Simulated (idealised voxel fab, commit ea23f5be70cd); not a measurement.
Documented hereafter: the process module known as voxel capacitor over wiring.
Square cell edge 5 nm, section width 155 nm, ID cut.
How to read a cross-section here: the picture is a grid of square cells, written as bands going from the top down, and any band can span one or more rows of cells. Band entry format. Leading values: height of top, height of bottom, nm. Remainder: materials in left-to-right order, each with its width in nm. Special words: "edge to edge" on a single material, which then fills the band edge to edge; "empty", empty space. Heights are measured from 0, the level below which the as-received wafer is all one material; the lowest band has no bottom and continues downward, written as in "from 0 down". Width spec "30->40" -> top row of cells at first value, bottom row at second value, equal per-row change in between. Step marked "nothing different"? Then no cell in the cross-section changed in it. "Sealed void listing" specifies each empty space that is not open to the top and that occupies no fewer than 8 cells, using the form width x height at distance, the distance measured from the left edge and all three quantities in nm. It should be noted that, on the line of a given step, the content following the step's settings is a remark produced by the simulator itself with respect to that step. If you see "overlay nm" on a step's line and that step has a mask, it's telling you how far right of where it was planned the mask ended up; a negative number means it went left instead. From here on the document is pairs. In a pair, the cross-section before one process step comes with the cross-section after it, and the latter goes no deeper than the lowest band that changed. What lies in between, the step and its settings, is written under the pair. A pair may be from a different run of this module on the same starting wafer than the pair above it, so it continues from that pair only where its entry headed "Pre-step section" says so.

Pre-step section:
from 60 to 55 | 30 nm SiO2  15 nm empty  110 nm SiO2
from 55 to 40 | 30 nm SiO2  15 nm Ru  110 nm SiO2
from 40 to 35 | 30 nm SiCN  15 nm Ru  110 nm SiCN
from 35 to 15 | 15 nm SiO2  5 nm TiN  20 nm Ru  5 nm TiN  60 nm SiO2  5 nm TiN  20 nm Ru  5 nm TiN  20 nm SiO2
from 15 to 10 | 15 nm SiCN  30 nm TiN  60 nm SiCN  30 nm TiN  20 nm SiCN
from 10 to 0 | SiO2 edge to edge
from 0 down | Si edge to edge
Sealed void listing: none

Post-Process View:
from 65 to 60 | 25 nm empty  25 nm Ru  105 nm empty
from 60 to 40 | 30 nm SiO2  15 nm Ru  110 nm SiO2
Unchanged below 40.
Sealed void listing: none
Operation between the pre and post cross-sections above: EPI, material Ru, thk nm 10

Pre-step section: refer to the pair immediately above; the cross-section shown after its step is the state before this one.

Post-Process View:
from 70 to 60 | 20 nm empty  35 nm Ru  100 nm empty
Unchanged below 60.
Sealed void listing: none
Operation between the pre and post cross-sections above: EPI, material Ru, thk nm 5

Pre-step section: refer to the pair immediately above; the cross-section shown after its step is the state before this one.

Post-Process View:
from 80 to 70 | 20 nm empty  35 nm TiN  100 nm empty
from 70 to 60 | 20 nm TiN  35 nm Ru  100 nm TiN
Unchanged below 60.
Sealed void listing: none
Operation between the pre and post cross-sections above: DIRECTIONAL_DEP, material TiN, thk nm 10

Pre-step section: refer to the pair immediately above; the cross-section shown after its step is the state before this one.

Post-Process View:
from 85 to 80 | 20 nm empty  35 nm Al2O3  100 nm empty
from 80 to 75 | 20 nm empty  35 nm TiN  100 nm empty
from 75 to 70 | 20 nm Al2O3  35 nm TiN  100 nm Al2O3
Unchanged below 70.
Sealed void listing: none
Operation between the pre and post cross-sections above: DIRECTIONAL_DEP, material Al2O3, thk nm 5

Pre-step section: refer to the pair immediately above; the cross-section shown after its step is the state before this one.

Post-Process View:
from 95 to 85 | 20 nm empty  35 nm TiN  100 nm empty
from 85 to 80 | 20 nm TiN  35 nm Al2O3  100 nm TiN
from 80 to 75 | TiN edge to edge
Unchanged below 75.
Sealed void listing: none
Operation between the pre and post cross-sections above: DIRECTIONAL_DEP, material TiN, thk nm 10

Pre-step section: refer to the pair immediately above; the cross-section shown after its step is the state before this one.

Post-Process View:
from 110 to 100 | 20 nm empty  35 nm aC  100 nm empty
from 100 to 95 | aC edge to edge
from 95 to 85 | 20 nm aC  35 nm TiN  100 nm aC
Unchanged below 85.
Sealed void listing: none
Operation between the pre and post cross-sections above: DIRECTIONAL_DEP, material aC, thk nm 15

Pre-step section: refer to the pair immediately above; the cross-section shown after its step is the state before this one.

Post-Process View:
from 140 to 110 | 30 nm empty  65 nm resist  60 nm empty
from 110 to 100 | 20 nm empty  35 nm aC  40 nm resist  60 nm empty
Unchanged below 100.
Sealed void listing: none
Operation between the pre and post cross-sections above: PATTERN, tone cover, mask id UPPER_PLATE, material resist, width nm 65, thk nm 30, overlay nm 0

Pre-step section: refer to the pair immediately above; the cross-section shown after its step is the state before this one.

Post-Process View:
from 125 to 110 | 30 nm empty  65 nm resist  60 nm empty
from 110 to 100 | 30 nm empty  25 nm aC  40 nm resist  60 nm empty
from 100 to 95 | 30 nm empty  65 nm aC  60 nm empty
from 95 to 85 | 20 nm empty  35 nm TiN  40 nm aC  60 nm empty
Unchanged below 85.
Sealed void listing: none
Operation between the pre and post cross-sections above: DIRECTIONAL_ETCH, etch materials aC, depth nm 15

Pre-step section: refer to the pair immediately above; the cross-section shown after its step is the state before this one.

Post-Process View:
from 110 to 100 | 30 nm empty  25 nm aC  100 nm empty
Unchanged below 100.
Sealed void listing: none
Operation between the pre and post cross-sections above: STRIP, etch materials resist

Pre-step section: refer to the pair immediately above; the cross-section shown after its step is the state before this one.

Post-Process View:
from 110 to 100 | 30 nm empty  25 nm aC  100 nm empty
from 100 to 95 | 30 nm empty  65 nm aC  60 nm empty
from 95 to 85 | 30 nm empty  25 nm TiN  40 nm aC  60 nm empty
from 85 to 80 | 20 nm empty  35 nm Al2O3  40 nm TiN  60 nm empty
from 80 to 75 | 20 nm empty  75 nm TiN  60 nm empty
Unchanged below 75.
Sealed void listing: none
Operation between the pre and post cross-sections above: DIRECTIONAL_ETCH, etch materials TiN, depth nm 10

Pre-step section: refer to the pair immediately above; the cross-section shown after its step is the state before this one.

Post-Process View:
from 110 to 100 | 30 nm empty  25 nm aC  100 nm empty
from 100 to 95 | 30 nm empty  65 nm aC  60 nm empty
from 95 to 85 | 30 nm empty  25 nm TiN  40 nm aC  60 nm empty
from 85 to 80 | 30 nm empty  25 nm Al2O3  40 nm TiN  60 nm empty
from 80 to 75 | 20 nm empty  75 nm TiN  60 nm empty
from 75 to 70 | 20 nm empty  35 nm TiN  40 nm Al2O3  60 nm empty
Unchanged below 70.
Sealed void listing: none
Operation between the pre and post cross-sections above: DIRECTIONAL_ETCH, etch materials Al2O3, depth nm 5

Pre-step section: refer to the pair immediately above; the cross-section shown after its step is the state before this one.

Post-Process View:
from 95 to 85 | 30 nm empty  25 nm TiN  100 nm empty
Unchanged below 85.
Sealed void listing: none
Operation between the pre and post cross-sections above: STRIP, etch materials aC

Pre-step section: refer to the pair immediately above; the cross-section shown after its step is the state before this one.

Post-Process View:
from 105 to 95 | 30 nm empty  25 nm aC  100 nm empty
from 95 to 90 | 30 nm empty  25 nm TiN  40 nm aC  60 nm empty
from 90 to 85 | 20 nm empty  10 nm aC  25 nm TiN  40 nm aC  60 nm empty
from 85 to 80 | 20 nm empty  10 nm aC  25 nm Al2O3  40 nm TiN  60 nm empty
from 80 to 75 | 20 nm aC  75 nm TiN  60 nm aC
from 75 to 70 | 20 nm aC  35 nm TiN  40 nm Al2O3  60 nm aC
Unchanged below 70.
Sealed void listing: none
Operation between the pre and post cross-sections above: DIRECTIONAL_DEP, material aC, thk nm 10

Pre-step section: refer to the pair immediately above; the cross-section shown after its step is the state before this one.

Post-Process View:
from 135 to 105 | 25 nm empty  75 nm resist  55 nm empty
from 105 to 95 | 25 nm empty  5 nm resist  25 nm aC  45 nm resist  55 nm empty
from 95 to 90 | 25 nm empty  5 nm resist  25 nm TiN  40 nm aC  5 nm resist  55 nm empty
from 90 to 85 | 20 nm empty  10 nm aC  25 nm TiN  40 nm aC  5 nm resist  55 nm empty
from 85 to 80 | 20 nm empty  10 nm aC  25 nm Al2O3  40 nm TiN  5 nm resist  55 nm empty
Unchanged below 80.
Sealed void listing: none
Operation between the pre and post cross-sections above: PATTERN, tone cover, mask id LOWER_PLATE, material resist, width nm 75, thk nm 30, overlay nm 0

Pre-step section: refer to the pair immediately above; the cross-section shown after its step is the state before this one.

Post-Process View:
from 125 to 105 | 25 nm empty  75 nm resist  55 nm empty
from 105 to 95 | 25 nm empty  5 nm resist  25 nm aC  45 nm resist  55 nm empty
from 95 to 90 | 25 nm empty  5 nm resist  25 nm TiN  40 nm aC  5 nm resist  55 nm empty
from 90 to 85 | 25 nm empty  5 nm aC  25 nm TiN  40 nm aC  5 nm resist  55 nm empty
from 85 to 80 | 25 nm empty  5 nm aC  25 nm Al2O3  40 nm TiN  5 nm resist  55 nm empty
from 80 to 75 | 20 nm empty  75 nm TiN  5 nm aC  55 nm empty
from 75 to 70 | 20 nm empty  35 nm TiN  40 nm Al2O3  5 nm aC  55 nm empty
Unchanged below 70.
Sealed void listing: none
Operation between the pre and post cross-sections above: DIRECTIONAL_ETCH, etch materials aC, depth nm 10

Pre-step section: refer to the pair immediately above; the cross-section shown after its step is the state before this one.

Post-Process View:
from 105 to 95 | 30 nm empty  25 nm aC  100 nm empty
from 95 to 90 | 30 nm empty  25 nm TiN  40 nm aC  60 nm empty
from 90 to 85 | 25 nm empty  5 nm aC  25 nm TiN  40 nm aC  60 nm empty
from 85 to 80 | 25 nm empty  5 nm aC  25 nm Al2O3  40 nm TiN  60 nm empty
Unchanged below 80.
Sealed void listing: none
Operation between the pre and post cross-sections above: STRIP, etch materials resist

Pre-step section: refer to the pair immediately above; the cross-section shown after its step is the state before this one.

Post-Process View:
from 105 to 95 | 30 nm empty  25 nm aC  100 nm empty
from 95 to 90 | 30 nm empty  25 nm TiN  40 nm aC  60 nm empty
from 90 to 85 | 25 nm empty  5 nm aC  25 nm TiN  40 nm aC  60 nm empty
from 85 to 80 | 25 nm empty  5 nm aC  25 nm Al2O3  40 nm TiN  60 nm empty
from 80 to 75 | 25 nm empty  70 nm TiN  5 nm aC  55 nm empty
from 75 to 70 | 25 nm empty  30 nm TiN  40 nm Al2O3  5 nm aC  55 nm empty
from 70 to 60 | 20 nm empty  35 nm Ru  45 nm TiN  55 nm empty
Unchanged below 60.
Sealed void listing: none
Operation between the pre and post cross-sections above: DIRECTIONAL_ETCH, etch materials TiN, depth nm 10

Pre-step section: refer to the pair immediately above; the cross-section shown after its step is the state before this one.

Post-Process View:
from 95 to 85 | 30 nm empty  25 nm TiN  100 nm empty
from 85 to 80 | 30 nm empty  25 nm Al2O3  40 nm TiN  60 nm empty
from 80 to 75 | 25 nm empty  70 nm TiN  60 nm empty
from 75 to 70 | 25 nm empty  30 nm TiN  40 nm Al2O3  60 nm empty
Unchanged below 70.
Sealed void listing: none
Operation between the pre and post cross-sections above: STRIP, etch materials aC

Pre-step section: refer to the pair immediately above; the cross-section shown after its step is the state before this one.

Post-Process View:
from 110 to 95 | SiO2 edge to edge
from 95 to 85 | 30 nm SiO2  25 nm TiN  100 nm SiO2
from 85 to 80 | 30 nm SiO2  25 nm Al2O3  40 nm TiN  60 nm SiO2
from 80 to 75 | 25 nm SiO2  70 nm TiN  60 nm SiO2
from 75 to 70 | 25 nm SiO2  30 nm TiN  40 nm Al2O3  60 nm SiO2
from 70 to 60 | 20 nm SiO2  35 nm Ru  45 nm TiN  55 nm SiO2
Unchanged below 60.
Sealed void listing: none
Operation between the pre and post cross-sections above: FILL_DEP, material SiO2, thk nm 15

Pre-step section: refer to the pair immediately above; the cross-section shown after its step is the state before this one.

Post-Process View:
from 95 to 85 | 30 nm SiO2  25 nm TiN  100 nm SiO2
Unchanged below 85.
Sealed void listing: none
Operation between the pre and post cross-sections above: CMP, height nm 95

Pre-step section: refer to the pair immediately above; the cross-section shown after its step is the state before this one.

Post-Process View:
from 110 to 95 | aC edge to edge
Unchanged below 95.
Sealed void listing: none
Operation between the pre and post cross-sections above: DIRECTIONAL_DEP, material aC, thk nm 15

Pre-step section: refer to the pair immediately above; the cross-section shown after its step is the state before this one.

Post-Process View:
from 145 to 110 | 40 nm resist  15 nm empty  100 nm resist
Unchanged below 110.
Sealed void listing: none
Operation between the pre and post cross-sections above: PATTERN, tone open, mask id PLUG_2, material resist, width nm 15, thk nm 35, overlay nm 0

Pre-step section: refer to the pair immediately above; the cross-section shown after its step is the state before this one.

Post-Process View:
from 130 to 110 | 40 nm resist  15 nm empty  100 nm resist
from 110 to 95 | 40 nm aC  15 nm empty  100 nm aC
Unchanged below 95.
Sealed void listing: none
Operation between the pre and post cross-sections above: DIRECTIONAL_ETCH, etch materials aC, depth nm 15

Pre-step section: refer to the pair immediately above; the cross-section shown after its step is the state before this one.

Post-Process View:
from 110 to 95 | 40 nm aC  15 nm empty  100 nm aC
Unchanged below 95.
Sealed void listing: none
Operation between the pre and post cross-sections above: STRIP, etch materials resist

Pre-step section: refer to the pair immediately above; the cross-section shown after its step is the state before this one.

Post-Process View:
from 95 to 85 | 30 nm SiO2  25 nm TiN  100 nm SiO2
Unchanged below 85.
Sealed void listing: none
Operation between the pre and post cross-sections above: STRIP, etch materials aC

Pre-step section: refer to the pair immediately above; the cross-section shown after its step is the state before this one.

Post-Process View:
from 100 to 95 | TiN edge to edge
Unchanged below 95.
Sealed void listing: none
Operation between the pre and post cross-sections above: CONFORMAL_DEP, material TiN, thk nm 5

Pre-step section: refer to the pair immediately above; the cross-section shown after its step is the state before this one.

Post-Process View:
from 110 to 100 | Ru edge to edge
Unchanged below 100.
Sealed void listing: none
Operation between the pre and post cross-sections above: FILL_DEP, material Ru, thk nm 10

Pre-step section: refer to the pair immediately above; the cross-section shown after its step is the state before this one.

Post-Process View:
from 95 to 85 | 30 nm SiO2  25 nm TiN  100 nm SiO2
Unchanged below 85.
Sealed void listing: none
Operation between the pre and post cross-sections above: CMP, height nm 95

Pre-step section: refer to the pair immediately above; the cross-section shown after its step is the state before this one.

Post-Process View:
from 100 to 95 | SiN edge to edge
Unchanged below 95.
Sealed void listing: none
Operation between the pre and post cross-sections above: CONFORMAL_DEP, material SiN, thk nm 5

Pre-step section:
from 60 to 40 | 30 nm SiO2  15 nm Ru  110 nm SiO2
from 40 to 35 | 30 nm SiCN  15 nm Ru  110 nm SiCN
from 35 to 15 | 15 nm SiO2  5 nm TiN  20 nm Ru  5 nm TiN  60 nm SiO2  5 nm TiN  20 nm Ru  5 nm TiN  20 nm SiO2
from 15 to 10 | 15 nm SiCN  30 nm TiN  60 nm SiCN  30 nm TiN  20 nm SiCN
from 10 to 0 | SiO2 edge to edge
from 0 down | Si edge to edge
Sealed void listing: none

Post-Process View:
from 65 to 60 | Al2O3 edge to edge
Unchanged below 60.
Sealed void listing: none
Operation between the pre and post cross-sections above: DIRECTIONAL_DEP, material Al2O3, thk nm 5

Pre-step section: refer to the pair immediately above; the cross-section shown after its step is the state before this one.

Post-Process View:
from 75 to 65 | TiN edge to edge
Unchanged below 65.
Sealed void listing: none
Operation between the pre and post cross-sections above: DIRECTIONAL_DEP, material TiN, thk nm 10

Pre-step section: refer to the pair immediately above; the cross-section shown after its step is the state before this one.

Post-Process View:
from 85 to 65 | TiN edge to edge
Unchanged below 65.
Sealed void listing: none
Operation between the pre and post cross-sections above: DIRECTIONAL_DEP, material TiN, thk nm 10

Pre-step section: refer to the pair immediately above; the cross-section shown after its step is the state before this one.

Post-Process View:
from 100 to 85 | aC edge to edge
Unchanged below 85.
Sealed void listing: none
Operation between the pre and post cross-sections above: DIRECTIONAL_DEP, material aC, thk nm 15

Pre-step section: refer to the pair immediately above; the cross-section shown after its step is the state before this one.

Post-Process View:
from 130 to 100 | 30 nm empty  65 nm resist  60 nm empty
Unchanged below 100.
Sealed void listing: none
Operation between the pre and post cross-sections above: PATTERN, tone cover, mask id UPPER_PLATE, material resist, width nm 65, thk nm 30, overlay nm 0

Pre-step section: refer to the pair immediately above; the cross-section shown after its step is the state before this one.

Post-Process View:
from 115 to 100 | 30 nm empty  65 nm resist  60 nm empty
from 100 to 85 | 30 nm empty  65 nm aC  60 nm empty
Unchanged below 85.
Sealed void listing: none
Operation between the pre and post cross-sections above: DIRECTIONAL_ETCH, etch materials aC, depth nm 15

Pre-step section: refer to the pair immediately above; the cross-section shown after its step is the state before this one.

Post-Process View:
from 100 to 85 | 30 nm empty  65 nm aC  60 nm empty
Unchanged below 85.
Sealed void listing: none
Operation between the pre and post cross-sections above: STRIP, etch materials resist

Pre-step section: refer to the pair immediately above; the cross-section shown after its step is the state before this one.

Post-Process View:
from 100 to 85 | 30 nm empty  65 nm aC  60 nm empty
from 85 to 75 | 30 nm empty  65 nm TiN  60 nm empty
Unchanged below 75.
Sealed void listing: none
Operation between the pre and post cross-sections above: DIRECTIONAL_ETCH, etch materials TiN, depth nm 10

Pre-step section: refer to the pair immediately above; the cross-section shown after its step is the state before this one.

Post-Process View:
from 85 to 75 | 30 nm empty  65 nm TiN  60 nm empty
Unchanged below 75.
Sealed void listing: none
Operation between the pre and post cross-sections above: STRIP, etch materials aC

Pre-step section: refer to the pair immediately above; the cross-section shown after its step is the state before this one.

Post-Process View:
from 95 to 85 | 30 nm empty  65 nm aC  60 nm empty
from 85 to 75 | 30 nm aC  65 nm TiN  60 nm aC
Unchanged below 75.
Sealed void listing: none
Operation between the pre and post cross-sections above: DIRECTIONAL_DEP, material aC, thk nm 10

Pre-step section: refer to the pair immediately above; the cross-section shown after its step is the state before this one.

Post-Process View:
from 125 to 95 | 25 nm empty  75 nm resist  55 nm empty
from 95 to 85 | 25 nm empty  5 nm resist  65 nm aC  5 nm resist  55 nm empty
Unchanged below 85.
Sealed void listing: none
Operation between the pre and post cross-sections above: PATTERN, tone cover, mask id LOWER_PLATE, material resist, width nm 75, thk nm 30, overlay nm 0

Pre-step section: refer to the pair immediately above; the cross-section shown after its step is the state before this one.

Post-Process View:
from 115 to 95 | 25 nm empty  75 nm resist  55 nm empty
from 95 to 85 | 25 nm empty  5 nm resist  65 nm aC  5 nm resist  55 nm empty
from 85 to 75 | 25 nm empty  5 nm aC  65 nm TiN  5 nm aC  55 nm empty
Unchanged below 75.
Sealed void listing: none
Operation between the pre and post cross-sections above: DIRECTIONAL_ETCH, etch materials aC, depth nm 10

Pre-step section: refer to the pair immediately above; the cross-section shown after its step is the state before this one.

Post-Process View:
from 95 to 85 | 30 nm empty  65 nm aC  60 nm empty
Unchanged below 85.
Sealed void listing: none
Operation between the pre and post cross-sections above: STRIP, etch materials resist

Pre-step section: refer to the pair immediately above; the cross-section shown after its step is the state before this one.

Post-Process View:
from 95 to 85 | 30 nm empty  65 nm aC  60 nm empty
from 85 to 75 | 25 nm empty  5 nm aC  65 nm TiN  5 nm aC  55 nm empty
from 75 to 65 | 25 nm empty  75 nm TiN  55 nm empty
Unchanged below 65.
Sealed void listing: none
Operation between the pre and post cross-sections above: DIRECTIONAL_ETCH, etch materials TiN, depth nm 10

Pre-step section: refer to the pair immediately above; the cross-section shown after its step is the state before this one.

Post-Process View:
from 85 to 75 | 30 nm empty  65 nm TiN  60 nm empty
Unchanged below 75.
Sealed void listing: none
Operation between the pre and post cross-sections above: STRIP, etch materials aC

Pre-step section: refer to the pair immediately above; the cross-section shown after its step is the state before this one.

Post-Process View:
from 100 to 85 | SiO2 edge to edge
from 85 to 75 | 30 nm SiO2  65 nm TiN  60 nm SiO2
from 75 to 65 | 25 nm SiO2  75 nm TiN  55 nm SiO2
Unchanged below 65.
Sealed void listing: none
Operation between the pre and post cross-sections above: FILL_DEP, material SiO2, thk nm 15

Pre-step section: refer to the pair immediately above; the cross-section shown after its step is the state before this one.

Post-Process View:
from 95 to 85 | SiO2 edge to edge
Unchanged below 85.
Sealed void listing: none
Operation between the pre and post cross-sections above: CMP, height nm 95

Pre-step section: refer to the pair immediately above; the cross-section shown after its step is the state before this one.

Post-Process View:
from 110 to 95 | aC edge to edge
Unchanged below 95.
Sealed void listing: none
Operation between the pre and post cross-sections above: DIRECTIONAL_DEP, material aC, thk nm 15

Pre-step section: refer to the pair immediately above; the cross-section shown after its step is the state before this one.

Post-Process View:
from 145 to 110 | 40 nm resist  15 nm empty  100 nm resist
Unchanged below 110.
Sealed void listing: none
Operation between the pre and post cross-sections above: PATTERN, tone open, mask id PLUG_2, material resist, width nm 15, thk nm 35, overlay nm 0

Pre-step section: refer to the pair immediately above; the cross-section shown after its step is the state before this one.

Post-Process View:
from 130 to 110 | 40 nm resist  15 nm empty  100 nm resist
from 110 to 95 | 40 nm aC  15 nm empty  100 nm aC
Unchanged below 95.
Sealed void listing: none
Operation between the pre and post cross-sections above: DIRECTIONAL_ETCH, etch materials aC, depth nm 15

Pre-step section: refer to the pair immediately above; the cross-section shown after its step is the state before this one.

Post-Process View:
from 110 to 95 | 40 nm aC  15 nm empty  100 nm aC
Unchanged below 95.
Sealed void listing: none
Operation between the pre and post cross-sections above: STRIP, etch materials resist

Pre-step section: refer to the pair immediately above; the cross-section shown after its step is the state before this one.

Post-Process View:
from 110 to 95 | 40 nm aC  15 nm empty  100 nm aC
from 95 to 85 | 40 nm SiO2  15 nm empty  100 nm SiO2
Unchanged below 85.
Sealed void listing: none
Operation between the pre and post cross-sections above: DIRECTIONAL_ETCH, etch materials SiO2, depth nm 10

Pre-step section: refer to the pair immediately above; the cross-section shown after its step is the state before this one.

Post-Process View:
from 95 to 85 | 40 nm SiO2  15 nm empty  100 nm SiO2
Unchanged below 85.
Sealed void listing: none
Operation between the pre and post cross-sections above: STRIP, etch materials aC

Pre-step section: refer to the pair immediately above; the cross-section shown after its step is the state before this one.

Post-Process View:
from 100 to 95 | 45 nm TiN  5 nm empty  105 nm TiN
from 95 to 90 | 40 nm SiO2  5 nm TiN  5 nm empty  5 nm TiN  100 nm SiO2
from 90 to 85 | 40 nm SiO2  15 nm TiN  100 nm SiO2
Unchanged below 85.
Sealed void listing: none
Operation between the pre and post cross-sections above: CONFORMAL_DEP, material TiN, thk nm 5

Pre-step section: refer to the pair immediately above; the cross-section shown after its step is the state before this one.

Post-Process View:
from 110 to 100 | Ru edge to edge
from 100 to 95 | 45 nm TiN  5 nm Ru  105 nm TiN
from 95 to 90 | 40 nm SiO2  5 nm TiN  5 nm Ru  5 nm TiN  100 nm SiO2
Unchanged below 90.
Sealed void listing: none
Operation between the pre and post cross-sections above: FILL_DEP, material Ru, thk nm 10

Pre-step section: refer to the pair immediately above; the cross-section shown after its step is the state before this one.

Post-Process View:
from 95 to 90 | 40 nm SiO2  5 nm TiN  5 nm Ru  5 nm TiN  100 nm SiO2
Unchanged below 90.
Sealed void listing: none
Operation between the pre and post cross-sections above: CMP, height nm 95

Pre-step section: refer to the pair immediately above; the cross-section shown after its step is the state before this one.

Post-Process View:
from 100 to 95 | SiN edge to edge
Unchanged below 95.
Sealed void listing: none
Operation between the pre and post cross-sections above: CONFORMAL_DEP, material SiN, thk nm 5

Pre-step section:
from 75 to 70 | Al2O3 edge to edge
from 70 to 60 | TiN edge to edge
from 60 to 40 | 30 nm SiO2  15 nm Ru  110 nm SiO2
from 40 to 35 | 30 nm SiCN  15 nm Ru  110 nm SiCN
from 35 to 15 | 15 nm SiO2  5 nm TiN  20 nm Ru  5 nm TiN  60 nm SiO2  5 nm TiN  20 nm Ru  5 nm TiN  20 nm SiO2
from 15 to 10 | 15 nm SiCN  30 nm TiN  60 nm SiCN  30 nm TiN  20 nm SiCN
from 10 to 0 | SiO2 edge to edge
from 0 down | Si edge to edge
Sealed void listing: none

Post-Process View:
from 90 to 75 | TiN edge to edge
Unchanged below 75.
Sealed void listing: none
Operation between the pre and post cross-sections above: DIRECTIONAL_DEP, material TiN, thk nm 15

Pre-step section: refer to the pair immediately above; the cross-section shown after its step is the state before this one.

Post-Process View:
from 105 to 90 | aC edge to edge
Unchanged below 90.
Sealed void listing: none
Operation between the pre and post cross-sections above: DIRECTIONAL_DEP, material aC, thk nm 15

Pre-step section: refer to the pair immediately above; the cross-section shown after its step is the state before this one.

Post-Process View:
from 135 to 105 | 30 nm empty  65 nm resist  60 nm empty
Unchanged below 105.
Sealed void listing: none
Operation between the pre and post cross-sections above: PATTERN, tone cover, mask id UPPER_PLATE, material resist, width nm 65, thk nm 30, overlay nm 0

Pre-step section: refer to the pair immediately above; the cross-section shown after its step is the state before this one.

Post-Process View:
from 120 to 105 | 30 nm empty  65 nm resist  60 nm empty
from 105 to 90 | 30 nm empty  65 nm aC  60 nm empty
Unchanged below 90.
Sealed void listing: none
Operation between the pre and post cross-sections above: DIRECTIONAL_ETCH, etch materials aC, depth nm 15

Pre-step section: refer to the pair immediately above; the cross-section shown after its step is the state before this one.

Post-Process View:
from 105 to 90 | 30 nm empty  65 nm aC  60 nm empty
Unchanged below 90.
Sealed void listing: none
Operation between the pre and post cross-sections above: STRIP, etch materials resist

Pre-step section: refer to the pair immediately above; the cross-section shown after its step is the state before this one.

Post-Process View:
from 105 to 90 | 30 nm empty  65 nm aC  60 nm empty
from 90 to 80 | 30 nm empty  65 nm TiN  60 nm empty
Unchanged below 80.
Sealed void listing: none
Operation between the pre and post cross-sections above: DIRECTIONAL_ETCH, etch materials TiN, depth nm 10

Pre-step section: refer to the pair immediately above; the cross-section shown after its step is the state before this one.

Post-Process View:
from 90 to 80 | 30 nm empty  65 nm TiN  60 nm empty
Unchanged below 80.
Sealed void listing: none
Operation between the pre and post cross-sections above: STRIP, etch materials aC

Pre-step section: refer to the pair immediately above; the cross-section shown after its step is the state before this one.

Post-Process View:
from 100 to 90 | 30 nm empty  65 nm aC  60 nm empty
from 90 to 80 | 30 nm aC  65 nm TiN  60 nm aC
Unchanged below 80.
Sealed void listing: none
Operation between the pre and post cross-sections above: DIRECTIONAL_DEP, material aC, thk nm 10

Pre-step section: refer to the pair immediately above; the cross-section shown after its step is the state before this one.

Post-Process View:
from 130 to 100 | 25 nm empty  75 nm resist  55 nm empty
from 100 to 90 | 25 nm empty  5 nm resist  65 nm aC  5 nm resist  55 nm empty
Unchanged below 90.
Sealed void listing: none
Operation between the pre and post cross-sections above: PATTERN, tone cover, mask id LOWER_PLATE, material resist, width nm 75, thk nm 30, overlay nm 0

Pre-step section: refer to the pair immediately above; the cross-section shown after its step is the state before this one.

Post-Process View:
from 120 to 100 | 25 nm empty  75 nm resist  55 nm empty
from 100 to 90 | 25 nm empty  5 nm resist  65 nm aC  5 nm resist  55 nm empty
from 90 to 80 | 25 nm empty  5 nm aC  65 nm TiN  5 nm aC  55 nm empty
Unchanged below 80.
Sealed void listing: none
Operation between the pre and post cross-sections above: DIRECTIONAL_ETCH, etch materials aC, depth nm 10

Pre-step section: refer to the pair immediately above; the cross-section shown after its step is the state before this one.

Post-Process View:
from 100 to 90 | 30 nm empty  65 nm aC  60 nm empty
Unchanged below 90.
Sealed void listing: none
Operation between the pre and post cross-sections above: STRIP, etch materials resist

Pre-step section: refer to the pair immediately above; the cross-section shown after its step is the state before this one.

Post-Process View:
from 100 to 90 | 30 nm empty  65 nm aC  60 nm empty
from 90 to 80 | 25 nm empty  5 nm aC  65 nm TiN  5 nm aC  55 nm empty
from 80 to 75 | 25 nm empty  75 nm TiN  55 nm empty
Unchanged below 75.
Sealed void listing: none
Operation between the pre and post cross-sections above: DIRECTIONAL_ETCH, etch materials TiN, depth nm 10

Pre-step section: refer to the pair immediately above; the cross-section shown after its step is the state before this one.

Post-Process View:
from 90 to 80 | 30 nm empty  65 nm TiN  60 nm empty
Unchanged below 80.
Sealed void listing: none
Operation between the pre and post cross-sections above: STRIP, etch materials aC

Pre-step section: refer to the pair immediately above; the cross-section shown after its step is the state before this one.

Post-Process View:
from 105 to 90 | SiO2 edge to edge
from 90 to 80 | 30 nm SiO2  65 nm TiN  60 nm SiO2
from 80 to 75 | 25 nm SiO2  75 nm TiN  55 nm SiO2
Unchanged below 75.
Sealed void listing: none
Operation between the pre and post cross-sections above: FILL_DEP, material SiO2, thk nm 15

Pre-step section: refer to the pair immediately above; the cross-section shown after its step is the state before this one.

Post-Process View:
from 95 to 90 | SiO2 edge to edge
Unchanged below 90.
Sealed void listing: none
Operation between the pre and post cross-sections above: CMP, height nm 95

Pre-step section: refer to the pair immediately above; the cross-section shown after its step is the state before this one.

Post-Process View:
from 110 to 95 | aC edge to edge
Unchanged below 95.
Sealed void listing: none
Operation between the pre and post cross-sections above: DIRECTIONAL_DEP, material aC, thk nm 15

Pre-step section: refer to the pair immediately above; the cross-section shown after its step is the state before this one.

Post-Process View:
from 145 to 110 | 40 nm resist  15 nm empty  100 nm resist
Unchanged below 110.
Sealed void listing: none
Operation between the pre and post cross-sections above: PATTERN, tone open, mask id PLUG_2, material resist, width nm 15, thk nm 35, overlay nm 0

Pre-step section: refer to the pair immediately above; the cross-section shown after its step is the state before this one.

Post-Process View:
from 130 to 110 | 40 nm resist  15 nm empty  100 nm resist
from 110 to 95 | 40 nm aC  15 nm empty  100 nm aC
Unchanged below 95.
Sealed void listing: none
Operation between the pre and post cross-sections above: DIRECTIONAL_ETCH, etch materials aC, depth nm 15

Pre-step section: refer to the pair immediately above; the cross-section shown after its step is the state before this one.

Post-Process View:
from 110 to 95 | 40 nm aC  15 nm empty  100 nm aC
Unchanged below 95.
Sealed void listing: none
Operation between the pre and post cross-sections above: STRIP, etch materials resist

Pre-step section: refer to the pair immediately above; the cross-section shown after its step is the state before this one.

Post-Process View:
from 110 to 95 | 40 nm aC  15 nm empty  100 nm aC
from 95 to 90 | 40 nm SiO2  15 nm empty  100 nm SiO2
Unchanged below 90.
Sealed void listing: none
Operation between the pre and post cross-sections above: DIRECTIONAL_ETCH, etch materials SiO2, depth nm 10

Pre-step section: refer to the pair immediately above; the cross-section shown after its step is the state before this one.

Post-Process View:
from 95 to 90 | 40 nm SiO2  15 nm empty  100 nm SiO2
Unchanged below 90.
Sealed void listing: none
Operation between the pre and post cross-sections above: STRIP, etch materials aC

Pre-step section: refer to the pair immediately above; the cross-section shown after its step is the state before this one.

Post-Process View:
from 100 to 95 | 45 nm TiN  5 nm empty  105 nm TiN
from 95 to 90 | 40 nm SiO2  15 nm TiN  100 nm SiO2
Unchanged below 90.
Sealed void listing: none
Operation between the pre and post cross-sections above: CONFORMAL_DEP, material TiN, thk nm 5

Pre-step section: refer to the pair immediately above; the cross-section shown after its step is the state before this one.

Post-Process View:
from 110 to 100 | Ru edge to edge
from 100 to 95 | 45 nm TiN  5 nm Ru  105 nm TiN
Unchanged below 95.
Sealed void listing: none
Operation between the pre and post cross-sections above: FILL_DEP, material Ru, thk nm 10
